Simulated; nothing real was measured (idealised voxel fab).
Proc. module: voxel spacer lines
It is cross-section cut that appears here, measuring 170 nm in width, its square cells being 5 nm in size.
Cross-section = grid of square cells, listed top down in bands; band = one or more rows. What a band's entry tells you: where the top is and where the bottom is, as heights in nm, and after that what lies inside, material by material from left to right, each with its width in nm. Empty space is written as the word "air", and a single material marked with the word "throughout" occupies the band from edge to edge. For the purposes of this specification, 0 denotes the height below which the wafer in its as-received condition is composed wholly of one material, and the lowermost band, lacking a lower limit, extends downward without end, as expressed in "0..down". The expression "30..40" gives the width at the extremes of the band, the first number at its top row of cells and the second at its bottom row, with the width changing by equal amounts from each row to the next in between. Take "no modification" at face value: in the step it is given for, the cross-section changed in none of its cells. Closed empty spaces: empty space of 8 cells or more with no open way to the top, each as width x height at its distance from the left edge, in nm. Post-settings text on a step line: simulator's own remark regarding the step. For masked steps, "overlay nm" on the step line gives how far right of plan the mask actually lay; a minus sign means it lay to the left. So the way this works: pairs, before and after one process step. The after picture only goes down to the lowest band that actually changed, nothing below. Step and its settings are under each pair. And watch out, pairs might come from different runs of this module, same starting wafer though, so a pair only follows on from the one above if its "Pre-step view" entry tells you so.

Pre-step view:
  0..down | Si throughout
  Closed empty spaces: none

State After Step:
  10..0 | Al2O3 throughout
  Under the height 0 nothing was changed.
  Closed empty spaces: none
Process step bridging the above cross-sections: CONFORMAL_DEP [material Al2O3] [thk nm 10]

Pre-step view: this step begins from the cross-section that the pair just above shows after its step.

State After Step:
  20..10 | TiN throughout
  Under the height 10 nothing was changed.
  Closed empty spaces: none
Process step bridging the above cross-sections: DIRECTIONAL_DEP [material TiN] [thk nm 10]

Pre-step view: this step begins from the cross-section that the pair just above shows after its step.

State After Step:
  45..20 | polySi throughout
  Under the height 20 nothing was changed.
  Closed empty spaces: none
Process step bridging the above cross-sections: DIRECTIONAL_DEP [material polySi] [thk nm 25]

Pre-step view: this step begins from the cross-section that the pair just above shows after its step.

State After Step:
  80..45 | 45 nm air, then 15 nm resist, then 45 nm air, then 15 nm resist, then 50 nm air
  Under the height 45 nothing was changed.
  Closed empty spaces: none
Process step bridging the above cross-sections: PATTERN [tone cover] [mask id MANDREL] [material resist] [width nm 15] [pitch nm 60] [thk nm 35] [overlay nm 0]

Pre-step view: this step begins from the cross-section that the pair just above shows after its step.

State After Step:
  80..45 | 45 nm air, then 15 nm resist, then 45 nm air, then 15 nm resist, then 50 nm air
  45..20 | 45 nm air, then 15 nm polySi, then 45 nm air, then 15 nm polySi, then 50 nm air
  Under the height 20 nothing was changed.
  Closed empty spaces: none
Process step bridging the above cross-sections: DIRECTIONAL_ETCH [etch materials polySi] [depth nm 25]

Pre-step view: this step begins from the cross-section that the pair just above shows after its step.

State After Step:
  45..20 | 45 nm air, then 15 nm polySi, then 45 nm air, then 15 nm polySi, then 50 nm air
  Under the height 20 nothing was changed.
  Closed empty spaces: none
Process step bridging the above cross-sections: STRIP [etch materials resist]

Pre-step view: this step begins from the cross-section that the pair just above shows after its step.

State After Step:
  60..45 | 30 nm air, then 45 nm SiO2, then 15 nm air, then 45 nm SiO2, then 35 nm air
  45..35 | 30 nm air, then 15 nm SiO2, then 15 nm polySi, then 15 nm SiO2, then 15 nm air, then 15 nm SiO2, then 15 nm polySi, then 15 nm SiO2, then 35 nm air
  35..20 | 45 nm SiO2, then 15 nm polySi, then 45 nm SiO2, then 15 nm polySi, then 50 nm SiO2
  Under the height 20 nothing was changed.
  Closed empty spaces: none
Process step bridging the above cross-sections: CONFORMAL_DEP [material SiO2] [thk nm 15]

Pre-step view: this step begins from the cross-section that the pair just above shows after its step.

State After Step:
  45..20 | 30 nm air, then 15 nm SiO2, then 15 nm polySi, then 15 nm SiO2, then 15 nm air, then 15 nm SiO2, then 15 nm polySi, then 15 nm SiO2, then 35 nm air
  Under the height 20 nothing was changed.
  Closed empty spaces: none
Process step bridging the above cross-sections: DIRECTIONAL_ETCH [etch materials SiO2] [depth nm 15]

Pre-step view: this step begins from the cross-section that the pair just above shows after its step.

State After Step:
  45..20 | 30 nm air, then 15 nm SiO2, then 15 nm air, then 15 nm SiO2, then 15 nm air, then 15 nm SiO2, then 15 nm air, then 15 nm SiO2, then 35 nm air
  Under the height 20 nothing was changed.
  Closed empty spaces: none
Process step bridging the above cross-sections: STRIP [etch materials polySi]

Pre-step view: this step begins from the cross-section that the pair just above shows after its step.

State After Step:
  45..20 | 30 nm air, then 15 nm SiO2, then 15 nm air, then 15 nm SiO2, then 15 nm air, then 15 nm SiO2, then 15 nm air, then 15 nm SiO2, then 35 nm air
  20..10 | 30 nm air, then 15 nm TiN, then 15 nm air, then 15 nm TiN, then 15 nm air, then 15 nm TiN, then 15 nm air, then 15 nm TiN, then 35 nm air
  Under the height 10 nothing was changed.
  Closed empty spaces: none
Process step bridging the above cross-sections: DIRECTIONAL_ETCH [etch materials TiN] [depth nm 10]

Pre-step view: this step begins from the cross-section that the pair just above shows after its step.

State After Step:
  20..10 | 30 nm air, then 15 nm TiN, then 15 nm air, then 15 nm TiN, then 15 nm air, then 15 nm TiN, then 15 nm air, then 15 nm TiN, then 35 nm air
  Under the height 10 nothing was changed.
  Closed empty spaces: none
Process step bridging the above cross-sections: STRIP [etch materials SiO2]

Pre-step view: this step begins from the cross-section that the pair just above shows after its step.

State After Step:
  25..20 | lowk throughout
  20..10 | 30 nm lowk, then 15 nm TiN, then 15 nm lowk, then 15 nm TiN, then 15 nm lowk, then 15 nm TiN, then 15 nm lowk, then 15 nm TiN, then 35 nm lowk
  Under the height 10 nothing was changed.
  Closed empty spaces: none
Process step bridging the above cross-sections: FILL_DEP [material lowk] [thk nm 5]

Pre-step view: this step begins from the cross-section that the pair just above shows after its step.

State After Step:
  20..10 | 30 nm lowk, then 15 nm TiN, then 15 nm lowk, then 15 nm TiN, then 15 nm lowk, then 15 nm TiN, then 15 nm lowk, then 15 nm TiN, then 35 nm lowk
  Under the height 10 nothing was changed.
  Closed empty spaces: none
Process step bridging the above cross-sections: CMP [height nm 20]

Pre-step view:
  45..20 | 30 nm air, then 15 nm SiO2, then 15 nm air, then 15 nm SiO2, then 15 nm air, then 15 nm SiO2, then 15 nm air, then 15 nm SiO2, then 35 nm air
  20..10 | 30 nm air, then 15 nm TiN, then 15 nm air, then 15 nm TiN, then 15 nm air, then 15 nm TiN, then 15 nm air, then 15 nm TiN, then 35 nm air
  10..0 | Al2O3 throughout
  0..down | Si throughout
  Closed empty spaces: none

State After Step:
  50..45 | lowk throughout
  45..20 | 30 nm lowk, then 15 nm SiO2, then 15 nm lowk, then 15 nm SiO2, then 15 nm lowk, then 15 nm SiO2, then 15 nm lowk, then 15 nm SiO2, then 35 nm lowk
  20..10 | 30 nm lowk, then 15 nm TiN, then 15 nm lowk, then 15 nm TiN, then 15 nm lowk, then 15 nm TiN, then 15 nm lowk, then 15 nm TiN, then 35 nm lowk
  Under the height 10 nothing was changed.
  Closed empty spaces: none
Process step bridging the above cross-sections: FILL_DEP [material lowk] [thk nm 5]

Pre-step view: this step begins from the cross-section that the pair just above shows after its step.

State After Step:
  20..10 | 30 nm lowk, then 15 nm TiN, then 15 nm lowk, then 15 nm TiN, then 15 nm lowk, then 15 nm TiN, then 15 nm lowk, then 15 nm TiN, then 35 nm lowk
  Under the height 10 nothing was changed.
  Closed empty spaces: none
Process step bridging the above cross-sections: CMP [height nm 20]

Pre-step view:
  0..down | Si throughout
  Closed empty spaces: none

State After Step:
  10..0 | TiN throughout
  Under the height 0 nothing was changed.
  Closed empty spaces: none
Process step bridging the above cross-sections: DIRECTIONAL_DEP [material TiN] [thk nm 10]

Pre-step view: this step begins from the cross-section that the pair just above shows after its step.

State After Step:
  20..10 | Al2O3 throughout
  Under the height 10 nothing was changed.
  Closed empty spaces: none
Process step bridging the above cross-sections: CONFORMAL_DEP [material Al2O3] [thk nm 10]

Pre-step view: this step begins from the cross-section that the pair just above shows after its step.

State After Step:
  45..20 | polySi throughout
  Under the height 20 nothing was changed.
  Closed empty spaces: none
Process step bridging the above cross-sections: DIRECTIONAL_DEP [material polySi] [thk nm 25]

Pre-step view: this step begins from the cross-section that the pair just above shows after its step.

State After Step:
  80..45 | 45 nm air, then 15 nm resist, then 45 nm air, then 15 nm resist, then 50 nm air
  Under the height 45 nothing was changed.
  Closed empty spaces: none
Process step bridging the above cross-sections: PATTERN [tone cover] [mask id MANDREL] [material resist] [width nm 15] [pitch nm 60] [thk nm 35] [overlay nm 0]

Pre-step view: this step begins from the cross-section that the pair just above shows after its step.

State After Step:
  80..45 | 45 nm air, then 15 nm resist, then 45 nm air, then 15 nm resist, then 50 nm air
  45..20 | 45 nm air, then 15 nm polySi, then 45 nm air, then 15 nm polySi, then 50 nm air
  Under the height 20 nothing was changed.
  Closed empty spaces: none
Process step bridging the above cross-sections: DIRECTIONAL_ETCH [etch materials polySi] [depth nm 25]

Pre-step view: this step begins from the cross-section that the pair just above shows after its step.

State After Step:
  45..20 | 45 nm air, then 15 nm polySi, then 45 nm air, then 15 nm polySi, then 50 nm air
  Under the height 20 nothing was changed.
  Closed empty spaces: none
Process step bridging the above cross-sections: STRIP [etch materials resist]

Pre-step view: this step begins from the cross-section that the pair just above shows after its step.

State After Step:
  60..45 | 30 nm air, then 45 nm SiO2, then 15 nm air, then 45 nm SiO2, then 35 nm air
  45..35 | 30 nm air, then 15 nm SiO2, then 15 nm polySi, then 15 nm SiO2, then 15 nm air, then 15 nm SiO2, then 15 nm polySi, then 15 nm SiO2, then 35 nm air
  35..20 | 45 nm SiO2, then 15 nm polySi, then 45 nm SiO2, then 15 nm polySi, then 50 nm SiO2
  Under the height 20 nothing was changed.
  Closed empty spaces: none
Process step bridging the above cross-sections: CONFORMAL_DEP [material SiO2] [thk nm 15]

Pre-step view: this step begins from the cross-section that the pair just above shows after its step.

State After Step:
  45..20 | 30 nm air, then 15 nm SiO2, then 15 nm polySi, then 15 nm SiO2, then 15 nm air, then 15 nm SiO2, then 15 nm polySi, then 15 nm SiO2, then 35 nm air
  Under the height 20 nothing was changed.
  Closed empty spaces: none
Process step bridging the above cross-sections: DIRECTIONAL_ETCH [etch materials SiO2] [depth nm 15]

Pre-step view: this step begins from the cross-section that the pair just above shows after its step.

State After Step:
  45..20 | 30 nm air, then 15 nm SiO2, then 15 nm air, then 15 nm SiO2, then 15 nm air, then 15 nm SiO2, then 15 nm air, then 15 nm SiO2, then 35 nm air
  Under the height 20 nothing was changed.
  Closed empty spaces: none
Process step bridging the above cross-sections: STRIP [etch materials polySi]

Pre-step view: this step begins from the cross-section that the pair just above shows after its step.

State After Step:
  20..10 | Al2O3 throughout
  Under the height 10 nothing was changed.
  Closed empty spaces: none
Process step bridging the above cross-sections: STRIP [etch materials SiO2]

Pre-step view: this step begins from the cross-section that the pair just above shows after its step.

State After Step:
  25..20 | lowk throughout
  Under the height 20 nothing was changed.
  Closed empty spaces: none
Process step bridging the above cross-sections: FILL_DEP [material lowk] [thk nm 5]

Pre-step view: this step begins from the cross-section that the pair just above shows after its step.

State After Step:
  20..10 | Al2O3 throughout
  Under the height 10 nothing was changed.
  Closed empty spaces: none
Process step bridging the above cross-sections: CMP [height nm 20]

Pre-step view:
  25..20 | lowk throughout
  20..10 | 30 nm lowk, then 15 nm TiN, then 15 nm lowk, then 15 nm TiN, then 15 nm lowk, then 15 nm TiN, then 15 nm lowk, then 15 nm TiN, then 35 nm lowk
  10..0 | Al2O3 throughout
  0..down | Si throughout
  Closed empty spaces: none

State After Step:
  15..10 | 30 nm lowk, then 15 nm TiN, then 15 nm lowk, then 15 nm TiN, then 15 nm lowk, then 15 nm TiN, then 15 nm lowk, then 15 nm TiN, then 35 nm lowk
  Under the height 10 nothing was changed.
  Closed empty spaces: none
Process step bridging the above cross-sections: CMP [height nm 15]

Pre-step view:
  45..20 | polySi throughout
  20..10 | TiN throughout
  10..0 | Al2O3 throughout
  0..down | Si throughout
  Closed empty spaces: none

State After Step:
  80..45 | 40 nm air, then 25 nm resist, then 35 nm air, then 25 nm resist, then 45 nm air
  Under the height 45 nothing was changed.
  Closed empty spaces: none
Process step bridging the above cross-sections: PATTERN [tone cover] [mask id MANDREL] [material resist] [width nm 25] [pitch nm 60] [thk nm 35] [overlay nm 0]

Pre-step view: this step begins from the cross-section that the pair just above shows after its step.

State After Step:
  80..45 | 40 nm air, then 25 nm resist, then 35 nm air, then 25 nm resist, then 45 nm air
  45..20 | 40 nm air, then 25 nm polySi, then 35 nm air, then 25 nm polySi, then 45 nm air
  Under the height 20 nothing was changed.
  Closed empty spaces: none
Process step bridging the above cross-sections: DIRECTIONAL_ETCH [etch materials polySi] [depth nm 25]

Pre-step view: this step begins from the cross-section that the pair just above shows after its step.

State After Step:
  45..20 | 40 nm air, then 25 nm polySi, then 35 nm air, then 25 nm polySi, then 45 nm air
  Under the height 20 nothing was changed.
  Closed empty spaces: none
Process step bridging the above cross-sections: STRIP [etch materials resist]

Pre-step view: this step begins from the cross-section that the pair just above shows after its step.

State After Step:
  60..45 | 25 nm air, then 55 nm SiO2, then 5 nm air, then 55 nm SiO2, then 30 nm air
  45..35 | 25 nm air, then 15 nm SiO2, then 25 nm polySi, then 15 nm SiO2, then 5 nm air, then 15 nm SiO2, then 25 nm polySi, then 15 nm SiO2, then 30 nm air
  35..20 | 40 nm SiO2, then 25 nm polySi, then 35 nm SiO2, then 25 nm polySi, then 45 nm SiO2
  Under the height 20 nothing was changed.
  Closed empty spaces: none
Process step bridging the above cross-sections: CONFORMAL_DEP [material SiO2] [thk nm 15]

Pre-step view: this step begins from the cross-section that the pair just above shows after its step.

State After Step:
  45..20 | 25 nm air, then 15 nm SiO2, then 25 nm polySi, then 15 nm SiO2, then 5 nm air, then 15 nm SiO2, then 25 nm polySi, then 15 nm SiO2, then 30 nm air
  Under the height 20 nothing was changed.
  Closed empty spaces: none
Process step bridging the above cross-sections: DIRECTIONAL_ETCH [etch materials SiO2] [depth nm 15]

Pre-step view: this step begins from the cross-section that the pair just above shows after its step.

State After Step:
  45..20 | 25 nm air, then 15 nm SiO2, then 25 nm air, then 15 nm SiO2, then 5 nm air, then 15 nm SiO2, then 25 nm air, then 15 nm SiO2, then 30 nm air
  Under the height 20 nothing was changed.
  Closed empty spaces: none
Process step bridging the above cross-sections: STRIP [etch materials polySi]

Pre-step view: this step begins from the cross-section that the pair just above shows after its step.

State After Step:
  45..20 | 25 nm air, then 15 nm SiO2, then 25 nm air, then 15 nm SiO2, then 5 nm air, then 15 nm SiO2, then 25 nm air, then 15 nm SiO2, then 30 nm air
  20..10 | 25 nm air, then 15 nm TiN, then 25 nm air, then 15 nm TiN, then 5 nm air, then 15 nm TiN, then 25 nm air, then 15 nm TiN, then 30 nm air
  Under the height 10 nothing was changed.
  Closed empty spaces: none
Process step bridging the above cross-sections: DIRECTIONAL_ETCH [etch materials TiN] [depth nm 10]

Pre-step view: this step begins from the cross-section that the pair just above shows after its step.

State After Step:
  20..10 | 25 nm air, then 15 nm TiN, then 25 nm air, then 15 nm TiN, then 5 nm air, then 15 nm TiN, then 25 nm air, then 15 nm TiN, then 30 nm air
  Under the height 10 nothing was changed.
  Closed empty spaces: none
Process step bridging the above cross-sections: STRIP [etch materials SiO2]

Pre-step view: this step begins from the cross-section that the pair just above shows after its step.

State After Step:
  25..20 | lowk throughout
  20..10 | 25 nm lowk, then 15 nm TiN, then 25 nm lowk, then 15 nm TiN, then 5 nm lowk, then 15 nm TiN, then 25 nm lowk, then 15 nm TiN, then 30 nm lowk
  Under the height 10 nothing was changed.
  Closed empty spaces: none
Process step bridging the above cross-sections: FILL_DEP [material lowk] [thk nm 5]

Pre-step view: this step begins from the cross-section that the pair just above shows after its step.

State After Step:
  20..10 | 25 nm lowk, then 15 nm TiN, then 25 nm lowk, then 15 nm TiN, then 5 nm lowk, then 15 nm TiN, then 25 nm lowk, then 15 nm TiN, then 30 nm lowk
  Under the height 10 nothing was changed.
  Closed empty spaces: none
Process step bridging the above cross-sections: CMP [height nm 20]

Pre-step view:
  45..20 | polySi throughout
  20..10 | TiN throughout
  10..0 | Al2O3 throughout
  0..down | Si throughout
  Closed empty spaces: none

State After Step:
  80..45 | 55 nm air, then 15 nm resist, then 45 nm air, then 15 nm resist, then 40 nm air
  Under the height 45 nothing was changed.
  Closed empty spaces: none
Process step bridging the above cross-sections: PATTERN [tone cover] [mask id MANDREL] [material resist] [width nm 15] [pitch nm 60] [thk nm 35] [overlay nm 10]

Pre-step view: this step begins from the cross-section that the pair just above shows after its step.

State After Step:
  80..45 | 55 nm air, then 15 nm resist, then 45 nm air, then 15 nm resist, then 40 nm air
  45..20 | 55 nm air, then 15 nm polySi, then 45 nm air, then 15 nm polySi, then 40 nm air
  Under the height 20 nothing was changed.
  Closed empty spaces: none
Process step bridging the above cross-sections: DIRECTIONAL_ETCH [etch materials polySi] [depth nm 25]

Pre-step view: this step begins from the cross-section that the pair just above shows after its step.

State After Step:
  45..20 | 55 nm air, then 15 nm polySi, then 45 nm air, then 15 nm polySi, then 40 nm air
  Under the height 20 nothing was changed.
  Closed empty spaces: none
Process step bridging the above cross-sections: STRIP [etch materials resist]

Pre-step view: this step begins from the cross-section that the pair just above shows after its step.

State After Step:
  60..45 | 40 nm air, then 45 nm SiO2, then 15 nm air, then 45 nm SiO2, then 25 nm air
  45..35 | 40 nm air, then 15 nm SiO2, then 15 nm polySi, then 15 nm SiO2, then 15 nm air, then 15 nm SiO2, then 15 nm polySi, then 15 nm SiO2, then 25 nm air
  35..20 | 55 nm SiO2, then 15 nm polySi, then 45 nm SiO2, then 15 nm polySi, then 40 nm SiO2
  Under the height 20 nothing was changed.
  Closed empty spaces: none
Process step bridging the above cross-sections: CONFORMAL_DEP [material SiO2] [thk nm 15]

Pre-step view: this step begins from the cross-section that the pair just above shows after its step.

State After Step:
  45..20 | 40 nm air, then 15 nm SiO2, then 15 nm polySi, then 15 nm SiO2, then 15 nm air, then 15 nm SiO2, then 15 nm polySi, then 15 nm SiO2, then 25 nm air
  Under the height 20 nothing was changed.
  Closed empty spaces: none
Process step bridging the above cross-sections: DIRECTIONAL_ETCH [etch materials SiO2] [depth nm 15]

Pre-step view: this step begins from the cross-section that the pair just above shows after its step.

State After Step:
  45..20 | 40 nm air, then 15 nm SiO2, then 15 nm air, then 15 nm SiO2, then 15 nm air, then 15 nm SiO2, then 15 nm air, then 15 nm SiO2, then 25 nm air
  Under the height 20 nothing was changed.
  Closed empty spaces: none
Process step bridging the above cross-sections: STRIP [etch materials polySi]

Pre-step view: this step begins from the cross-section that the pair just above shows after its step.

State After Step:
  45..20 | 40 nm air, then 15 nm SiO2, then 15 nm air, then 15 nm SiO2, then 15 nm air, then 15 nm SiO2, then 15 nm air, then 15 nm SiO2, then 25 nm air
  20..10 | 40 nm air, then 15 nm TiN, then 15 nm air, then 15 nm TiN, then 15 nm air, then 15 nm TiN, then 15 nm air, then 15 nm TiN, then 25 nm air
  Under the height 10 nothing was changed.
  Closed empty spaces: none
Process step bridging the above cross-sections: DIRECTIONAL_ETCH [etch materials TiN] [depth nm 10]

Pre-step view: this step begins from the cross-section that the pair just above shows after its step.

State After Step:
  20..10 | 40 nm air, then 15 nm TiN, then 15 nm air, then 15 nm TiN, then 15 nm air, then 15 nm TiN, then 15 nm air, then 15 nm TiN, then 25 nm air
  Under the height 10 nothing was changed.
  Closed empty spaces: none
Process step bridging the above cross-sections: STRIP [etch materials SiO2]

Pre-step view: this step begins from the cross-section that the pair just above shows after its step.

State After Step:
  25..20 | lowk throughout
  20..10 | 40 nm lowk, then 15 nm TiN, then 15 nm lowk, then 15 nm TiN, then 15 nm lowk, then 15 nm TiN, then 15 nm lowk, then 15 nm TiN, then 25 nm lowk
  Under the height 10 nothing was changed.
  Closed empty spaces: none
Process step bridging the above cross-sections: FILL_DEP [material lowk] [thk nm 5]

Pre-step view: this step begins from the cross-section that the pair just above shows after its step.

State After Step:
  20..10 | 40 nm lowk, then 15 nm TiN, then 15 nm lowk, then 15 nm TiN, then 15 nm lowk, then 15 nm TiN, then 15 nm lowk, then 15 nm TiN, then 25 nm lowk
  Under the height 10 nothing was changed.
  Closed empty spaces: none
Process step bridging the above cross-sections: CMP [height nm 20]

Pre-step view:
  20..10 | 30 nm air, then 15 nm TiN, then 15 nm air, then 15 nm TiN, then 15 nm air, then 15 nm TiN, then 15 nm air, then 15 nm TiN, then 35 nm air
  10..0 | Al2O3 throughout
  0..down | Si throughout
  Closed empty spaces: none

State After Step:
  25..20 | Al2O3 throughout
  20..10 | 30 nm Al2O3, then 15 nm TiN, then 15 nm Al2O3, then 15 nm TiN, then 15 nm Al2O3, then 15 nm TiN, then 15 nm Al2O3, then 15 nm TiN, then 35 nm Al2O3
  Under the height 10 nothing was changed.
  Closed empty spaces: none
Process step bridging the above cross-sections: FILL_DEP [material Al2O3] [thk nm 5]

Pre-step view: this step begins from the cross-section that the pair just above shows after its step.

State After Step:
  20..10 | 30 nm Al2O3, then 15 nm TiN, then 15 nm Al2O3, then 15 nm TiN, then 15 nm Al2O3, then 15 nm TiN, then 15 nm Al2O3, then 15 nm TiN, then 35 nm Al2O3
  Under the height 10 nothing was changed.
  Closed empty spaces: none
Process step bridging the above cross-sections: CMP [height nm 20]
